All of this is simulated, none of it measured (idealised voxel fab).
Title: Process Module voxel air gaps
FYI the section here is cut, 275 nm wide, cells are 5 nm squares.
Bands, listed from the top down, are how a cross-section gets written in this document; the cross-section itself is a grid of square cells, and a band is one or more rows of them.
Per band: top height and bottom height in nm, followed by the left-to-right materials and their widths in nm; "all across" marks a single material spanning edge to edge, "empty" marks empty space.
For the purposes of this specification, 0 denotes the height below which the wafer in its as-received condition is composed wholly of one material, and the lowermost band, lacking a lower limit, extends downward without end, as expressed in "top 0, no bottom".
Read "30->40" as a graded width: first number on top, second number at the bottom, same change between each pair of neighbouring rows.
"remained unchanged" means the step left every cell of the cross-section as it was.
Basically, "Closed void list" tells you about the enclosed voids: empty spaces with no open way to the top, 8 cells or bigger, each written width x height at distance, where distance is from the left edge, all in nm.
Anything after a step's settings on that line? It's the simulator's own note about the step.
A step's line can hold "overlay nm"; with a mask on that step, the setting says how far right of the planned place the mask lay, while a negative setting says it lay to the left.
-- The process steps that were planned are listed below
1) RECEIVE [material Si]
2) CONFORMAL_DEP [material SiO2] [thk nm 10]
3) CONFORMAL_DEP [material SiCN] [thk nm 5]
4) DIRECTIONAL_DEP [material SiO2] [thk nm 40]
5) DIRECTIONAL_DEP [material aC] [thk nm 10]
6) PATTERN [tone open] [mask id LINES] [material resist] [width nm 25] [pitch nm 55] [thk nm 30] [overlay nm 0]
7) DIRECTIONAL_ETCH [etch materials aC] [depth nm 10]
8) STRIP [etch materials resist]
9) DIRECTIONAL_ETCH [etch materials SiO2] [depth nm 40]
10) STRIP [etch materials aC]
11) CONFORMAL_DEP [material TiN] [thk nm 5]
12) FILL_DEP [material Ru] [thk nm 10]
13) CMP [height nm 55]
14) EPI [material Ru] [thk nm 10]
15) SELECTIVE_ETCH [etch materials SiO2] [depth nm 50]
16) CONFORMAL_DEP [material SiCN] [thk nm 5]
-- First wafer, two in total, run as planned
-- Step 1 complete: cross-section of the wafer as received
- top 0, no bottom = Si all across
- Closed void list: none
-- Presented here is a cross-section of the wafer after step 2 has been performed
- top 10, bottom 0 = SiO2 all across
- Note: structure below 0 unchanged.
-- Presented here is a cross-section of the wafer after step 3 has been performed
- top 15, bottom 10 = SiCN all across
- Note: structure below 10 unchanged.
-- Presented here is a cross-section of the wafer after step 4 has been performed
- top 55, bottom 15 = SiO2 all across
- Note: structure below 15 unchanged.
-- Presented here is a cross-section of the wafer after step 5 has been performed
- top 65, bottom 55 = aC all across
- Note: structure below 55 unchanged.
-- Presented here is a cross-section of the wafer after step 6 has been performed
- top 95, bottom 65 = resist (70)  empty (25)  resist (30)  empty (25)  resist (30)  empty (25)  resist (70)
- Note: structure below 65 unchanged.
-- Presented here is a cross-section of the wafer after step 7 has been performed
- top 85, bottom 65 = resist (70)  empty (25)  resist (30)  empty (25)  resist (30)  empty (25)  resist (70)
- top 65, bottom 55 = aC (70)  empty (25)  aC (30)  empty (25)  aC (30)  empty (25)  aC (70)
- Note: structure below 55 unchanged.
-- Presented here is a cross-section of the wafer after step 8 has been performed
- top 65, bottom 55 = aC (70)  empty (25)  aC (30)  empty (25)  aC (30)  empty (25)  aC (70)
- Note: structure below 55 unchanged.
-- Presented here is a cross-section of the wafer after step 9 has been performed
- top 65, bottom 55 = aC (70)  empty (25)  aC (30)  empty (25)  aC (30)  empty (25)  aC (70)
- top 55, bottom 15 = SiO2 (70)  empty (25)  SiO2 (30)  empty (25)  SiO2 (30)  empty (25)  SiO2 (70)
- Note: structure below 15 unchanged.
-- Presented here is a cross-section of the wafer after step 10 has been performed
- top 55, bottom 15 = SiO2 (70)  empty (25)  SiO2 (30)  empty (25)  SiO2 (30)  empty (25)  SiO2 (70)
- Note: structure below 15 unchanged.
-- Presented here is a cross-section of the wafer after step 11 has been performed
- top 60, bottom 55 = TiN (75)  empty (15)  TiN (40)  empty (15)  TiN (40)  empty (15)  TiN (75)
- top 55, bottom 20 = SiO2 (70)  TiN (5)  empty (15)  TiN (5)  SiO2 (30)  TiN (5)  empty (15)  TiN (5)  SiO2 (30)  TiN (5)  empty (15)  TiN (5)  SiO2 (70)
- top 20, bottom 15 = SiO2 (70)  TiN (25)  SiO2 (30)  TiN (25)  SiO2 (30)  TiN (25)  SiO2 (70)
- Note: structure below 15 unchanged.
-- Presented here is a cross-section of the wafer after step 12 has been performed
- top 70, bottom 60 = Ru all across
- top 60, bottom 55 = TiN (75)  Ru (15)  TiN (40)  Ru (15)  TiN (40)  Ru (15)  TiN (75)
- top 55, bottom 20 = SiO2 (70)  TiN (5)  Ru (15)  TiN (5)  SiO2 (30)  TiN (5)  Ru (15)  TiN (5)  SiO2 (30)  TiN (5)  Ru (15)  TiN (5)  SiO2 (70)
- Note: structure below 20 unchanged.
-- Presented here is a cross-section of the wafer after step 13 has been performed
- top 55, bottom 20 = SiO2 (70)  TiN (5)  Ru (15)  TiN (5)  SiO2 (30)  TiN (5)  Ru (15)  TiN (5)  SiO2 (30)  TiN (5)  Ru (15)  TiN (5)  SiO2 (70)
- Note: structure below 20 unchanged.
-- Presented here is a cross-section of the wafer after step 14 has been performed
- top 65, bottom 55 = empty (60)  Ru (45)  empty (10)  Ru (45)  empty (10)  Ru (45)  empty (60)
- Note: structure below 55 unchanged.
-- Presented here is a cross-section of the wafer after step 15 has been performed
- top 65, bottom 55 = empty (60)  Ru (45)  empty (10)  Ru (45)  empty (10)  Ru (45)  empty (60)
- top 55, bottom 20 = empty (70)  TiN (5)  Ru (15)  TiN (5)  empty (30)  TiN (5)  Ru (15)  TiN (5)  empty (30)  TiN (5)  Ru (15)  TiN (5)  empty (70)
- top 20, bottom 15 = empty (70)  TiN (25)  empty (30)  TiN (25)  empty (30)  TiN (25)  empty (70)
- Note: structure below 15 unchanged.
-- Presented here is a cross-section of the wafer after step 16 has been performed
- top 70, bottom 65 = empty (55)  SiCN (165)  empty (55)
- top 65, bottom 55 = empty (55)  SiCN (5)  Ru (45)  SiCN (10)  Ru (45)  SiCN (10)  Ru (45)  SiCN (5)  empty (55)
- top 55, bottom 50 = empty (55)  SiCN (15)  TiN (5)  Ru (15)  TiN (5)  SiCN (30)  TiN (5)  Ru (15)  TiN (5)  SiCN (30)  TiN (5)  Ru (15)  TiN (5)  SiCN (15)  empty (55)
- top 50, bottom 20 = empty (65)  SiCN (5)  TiN (5)  Ru (15)  TiN (5)  SiCN (5)  empty (20)  SiCN (5)  TiN (5)  Ru (15)  TiN (5)  SiCN (5)  empty (20)  SiCN (5)  TiN (5)  Ru (15)  TiN (5)  SiCN (5)  empty (65)
- top 20, bottom 15 = SiCN (70)  TiN (25)  SiCN (30)  TiN (25)  SiCN (30)  TiN (25)  SiCN (70)
- Note: structure below 15 unchanged.
- Closed void list: 20 x 30 at 100; 20 x 30 at 155
-- Second wafer, same starting state and plan as the first, one mistake in the run, identical through step 12
At the planned end of step 13, the second wafer in cross-section: remained unchanged
-- At the planned end of step 14, the second wafer in cross-section
- top 80, bottom 60 = Ru all across
- Note: structure below 60 unchanged.
At the planned end of step 15, the second wafer in cross-section: remained unchanged
-- At the planned end of step 16, the second wafer in cross-section
- top 85, bottom 80 = SiCN all across
- Note: structure below 80 unchanged.
Heads up, the wafer didn't run the way we planned it: plan step 13 skipped
Wafer comparison, final, in cells, second relative to first, materials more or fewer: Ru +175; SiCN -84; SiO2 +320; TiN +46
The closed voids present at the end amount to 2 for the first wafer and 0 for the second wafer.
